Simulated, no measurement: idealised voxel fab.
Process module in this document: voxel wiring stack
Shown is cross-section cut, with a width of 260 nm and square cells of size 5 nm.
This document writes a cross-section as a grid whose cells are square, and gives it as bands, listed from the top down; one or more rows of cells form a band.
Basically the band line says how high the top is and how high the bottom is, in nm, and then what's in it from left to right, every material with its width in nm. Empty space shows up as "blank", and if a single material carries "everywhere" it runs the full band edge to edge.
Heights are measured from 0, the level below which the as-received wafer is all one material; the lowest band has no bottom and continues downward, written as in "0 and below".
The expression "30->40" gives the width at the extremes of the band, the first number at its top row of cells and the second at its bottom row, with the width changing by equal amounts from each row to the next in between.
"no alterations made" means the step left every cell of the cross-section as it was.
Under "Unvented voids" you'll find the enclosed gaps, the ones with no way out to the top, that are 8 cells or bigger; each reads width x height at distance, with distance counted from the left edge, everything in nm.
Step line, after settings: the simulator's comment on this step.
overlay nm: mask right of planned place by this much (step with mask). Neg. = left.
# Planned process steps
1) RECEIVE with material Si
2) CONFORMAL_DEP with material SiO2, thk nm 10
3) CONFORMAL_DEP with material SiN, thk nm 5
4) DIRECTIONAL_DEP with material lowk, thk nm 20
5) PATTERN with tone open, mask id METAL_1, material resist, width nm 20, pitch nm 40, thk nm 15, overlay nm 0
6) DIRECTIONAL_ETCH with etch materials lowk, depth nm 20
7) DIRECTIONAL_ETCH with etch materials SiN, depth nm 5
8) STRIP with etch materials resist
9) CONFORMAL_DEP with material TiN, thk nm 5
10) FILL_DEP with material Cu, thk nm 10
11) CMP with height nm 35
12) EPI with material Ru, thk nm 5
13) FILL_DEP with material SiCN, thk nm 5
14) DIRECTIONAL_DEP with material SiO2, thk nm 15
15) MASKED_ETCH with tone open, mask id PLUG_1, width nm 15, pitch nm 40, etch materials SiO2, depth nm 15, overlay nm 0
16) MASKED_ETCH with tone open, mask id PLUG_1, width nm 15, pitch nm 40, etch materials SiCN, depth nm 5, overlay nm 0
17) EPI with material Ru, thk nm 10
18) EPI with material Ru, thk nm 10
19) CONFORMAL_DEP with material SiN, thk nm 5
20) DIRECTIONAL_DEP with material SiO2, thk nm 25
21) PATTERN with tone open, mask id METAL_2, material resist, width nm 20, pitch nm 40, thk nm 15, overlay nm 0
22) DIRECTIONAL_ETCH with etch materials SiO2, depth nm 25
23) DIRECTIONAL_ETCH with etch materials SiN, depth nm 5
24) STRIP with etch materials resist
25) CONFORMAL_DEP with material TiN, thk nm 5
26) FILL_DEP with material W, thk nm 5
27) CMP with height nm 90
28) EPI with material Ru, thk nm 5
29) FILL_DEP with material SiCN, thk nm 5
30) DIRECTIONAL_DEP with material lowk, thk nm 35
31) MASKED_ETCH with tone open, mask id METAL_3, width nm 20, pitch nm 40, etch materials lowk, depth nm 20, overlay nm 0
32) DIRECTIONAL_DEP with material aC, thk nm 15
33) PATTERN with tone open, mask id METAL_3_HOLES, material resist, width nm 15, pitch nm 80, thk nm 35, overlay nm 0
34) DIRECTIONAL_ETCH with etch materials aC, depth nm 15
35) STRIP with etch materials resist
36) DIRECTIONAL_ETCH with etch materials lowk, depth nm 15
37) DIRECTIONAL_ETCH with etch materials SiCN, depth nm 5
38) STRIP with etch materials aC
39) CONFORMAL_DEP with material TiN, thk nm 5
40) FILL_DEP with material Ru, thk nm 10
41) CMP with height nm 135
42) CONFORMAL_DEP with material SiCN, thk nm 5
# Here's what the wafer looked like in cross-section when it arrived - that's after step 1
> 0 and below  Si everywhere
> Unvented voids: none
# The plan above was carried out on the starting structure above with one mistake, and this cross-section shows the wafer at the end of the module
> 140 down to 135  SiCN everywhere
> 135 down to 120  lowk (60); TiN (5); Ru (10); TiN (5); lowk (20); TiN (5); Ru (10); TiN (5); lowk (20); TiN (5); Ru (10); TiN (5); lowk (20); TiN (5); Ru (10); TiN (5); lowk (60)
> 120 down to 115  lowk (60); TiN (5); Ru (5); TiN (10); lowk (20); TiN (20); lowk (20); TiN (5); Ru (5); TiN (10); lowk (20); TiN (20); lowk (60)
> 115 down to 100  lowk (60); TiN (5); Ru (5); TiN (5); lowk (65); TiN (5); Ru (5); TiN (5); lowk (105)
> 100 down to 95  SiCN (60); TiN (15); SiCN (65); TiN (15); SiCN (105)
> 95 down to 90  SiCN (55); Ru (30); SiCN (10); Ru (30); SiCN (10); Ru (30); SiCN (10); Ru (30); SiCN (55)
> 90 down to 80  SiO2 (60); TiN (5); W (10); TiN (5); SiO2 (20); TiN (5); W (10); TiN (5); SiO2 (20); TiN (5); W (10); TiN (5); SiO2 (20); TiN (5); W (10); TiN (5); SiO2 (60)
> 80 down to 75  SiN (60); TiN (20); SiN (20); TiN (20); SiN (20); TiN (20); SiN (20); TiN (20); SiN (60)
> 75 down to 60  SiO2 (60); Ru (15); SiO2 (25); Ru (15); SiO2 (25); Ru (15); SiO2 (25); Ru (15); SiO2 (65)
> 60 down to 55  SiCN (60); Ru (15); SiCN (25); Ru (15); SiCN (25); Ru (15); SiCN (25); Ru (15); SiCN (65)
> 55 down to 50  Ru everywhere
> 50 down to 40  Cu everywhere
> 40 down to 35  TiN (65); Cu (10); TiN (30); Cu (10); TiN (30); Cu (10); TiN (30); Cu (10); TiN (65)
> 35 down to 15  lowk (60); TiN (5); Cu (10); TiN (5); lowk (20); TiN (5); Cu (10); TiN (5); lowk (20); TiN (5); Cu (10); TiN (5); lowk (20); TiN (5); Cu (10); TiN (5); lowk (60)
> 15 down to 10  SiN (60); TiN (20); SiN (20); TiN (20); SiN (20); TiN (20); SiN (20); TiN (20); SiN (60)
> 10 down to 0  SiO2 everywhere
> 0 and below  Si everywhere
> Unvented voids: none
What was the processing mistake? plan step 11: skipped, not run
